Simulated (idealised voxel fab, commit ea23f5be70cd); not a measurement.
This is a process module. Its name is voxel capacitor over wiring.
Cross-sectional view cut (width: 265 nm; square cell size: 5 nm).
Cross-section layout: square cells on a grid; listed as bands, top to bottom; a band spans one or more cell rows. It is stipulated that each band's entry specify, in nanometres, the height of the top of the band and then that of its bottom, followed by the materials of the band in left-to-right sequence, each together with its width in nanometres. A single material marked by the word "full width" is understood to fill the band from edge to edge; the word "air" is understood to denote empty space. Basically, 0 is our baseline, since under it the wafer straight out of the box is all one material. The bottom band has no lower end and keeps on going down, so it looks like "0 -> down". Think of "30 to 40" as a width that walks from the first number to the second as you go down the band, top row to bottom row, taking equal-sized steps from row to row. "nothing got changed" (step): cross-section cells unchanged, all of them. Closed empty spaces (no open way to the top) of 8 cells or more are what "Sealed cavities" lists, each as width x height at distance from the left edge, nm for all three. That trailing text on a step's line, after the settings, is the simulator's own remark on the step. The "overlay nm" setting may appear on a step's line; for a step that uses a mask, it gives how far to the right of its planned position the mask lay, and a negative value indicates the left.

The process steps that were planned are listed below
1 RECEIVE [material Si]
2 CONFORMAL_DEP [material SiO2] [thk nm 15]
3 CONFORMAL_DEP [material SiCN] [thk nm 5]
4 DIRECTIONAL_DEP [material SiO2] [thk nm 20]
5 MASKED_ETCH [tone open] [mask id METAL_1] [width nm 30] [pitch nm 90] [etch materials SiO2] [depth nm 20] [overlay nm 0]
6 MASKED_ETCH [tone open] [mask id METAL_1] [width nm 30] [pitch nm 90] [etch materials SiCN] [depth nm 5] [overlay nm 0]
7 CONFORMAL_DEP [material TiN] [thk nm 5]
8 FILL_DEP [material Cu] [thk nm 10]
9 CMP [height nm 40]
10 CONFORMAL_DEP [material SiCN] [thk nm 5]
11 DIRECTIONAL_DEP [material lowk] [thk nm 15]
12 PATTERN [tone open] [mask id PLUG_1] [material resist] [width nm 15] [thk nm 20] [overlay nm 0]
13 DIRECTIONAL_ETCH [etch materials lowk] [depth nm 15]
14 DIRECTIONAL_ETCH [etch materials SiCN] [depth nm 5]
15 STRIP [etch materials resist]
16 EPI [material Ru] [thk nm 10]
17 EPI [material Ru] [thk nm 10]
18 DIRECTIONAL_DEP [material TiN] [thk nm 5]
19 DIRECTIONAL_DEP [material HfO2] [thk nm 5]
20 DIRECTIONAL_DEP [material TiN] [thk nm 5]
21 DIRECTIONAL_DEP [material aC] [thk nm 15]
22 PATTERN [tone cover] [mask id UPPER_PLATE] [material resist] [width nm 65] [thk nm 30] [overlay nm 0]
23 DIRECTIONAL_ETCH [etch materials aC] [depth nm 15]
24 STRIP [etch materials resist]
25 DIRECTIONAL_ETCH [etch materials TiN] [depth nm 5]
26 DIRECTIONAL_ETCH [etch materials HfO2] [depth nm 5]
27 STRIP [etch materials aC]
28 MASKED_ETCH [tone cover] [mask id LOWER_PLATE] [width nm 75] [etch materials TiN] [depth nm 5] [overlay nm 0]
29 FILL_DEP [material SiO2] [thk nm 15]
30 CMP [height nm 85]
31 DIRECTIONAL_DEP [material aC] [thk nm 15]
32 PATTERN [tone open] [mask id PLUG_2] [material resist] [width nm 15] [thk nm 30] [overlay nm 0]
33 DIRECTIONAL_ETCH [etch materials aC] [depth nm 15]
34 STRIP [etch materials resist]
35 DIRECTIONAL_ETCH [etch materials SiO2] [depth nm 10]
36 STRIP [etch materials aC]
37 CONFORMAL_DEP [material TiN] [thk nm 5]
38 FILL_DEP [material Cu] [thk nm 5]
39 CMP [height nm 85]
40 CONFORMAL_DEP [material SiCN] [thk nm 5]

Wafer at receipt (post step 1), cross-section
> 0 -> down  Si full width
> Sealed cavities: none

Final wafer profile in cross-section after the module, from the same start and plan as above, with one mistake made during processing
> 90 -> 85  SiCN full width
> 85 -> 80  95 SiO2  5 TiN  5 Cu  5 TiN  155 SiO2
> 80 -> 70  95 to 85 SiO2  15 to 65 TiN  155 to 115 SiO2
> 70 -> 65  85 SiO2  65 HfO2  115 SiO2
> 65 -> 60  80 SiO2  75 TiN  110 SiO2
> 60 -> 45  85 lowk  15 Ru  165 lowk
> 45 -> 40  85 SiCN  15 Ru  165 SiCN
> 40 -> 25  70 SiO2  5 TiN  20 Cu  5 TiN  60 SiO2  5 TiN  20 Cu  5 TiN  75 SiO2
> 25 -> 20  70 SiO2  30 TiN  60 SiO2  30 TiN  75 SiO2
> 20 -> 5  SiO2 full width
> 5 -> 0  SiCN full width
> 0 -> down  Si full width
> Sealed cavities: none
The mistake made against the process plan was this: contrary to the plan, steps 2 and 3 were processed in exchanged order
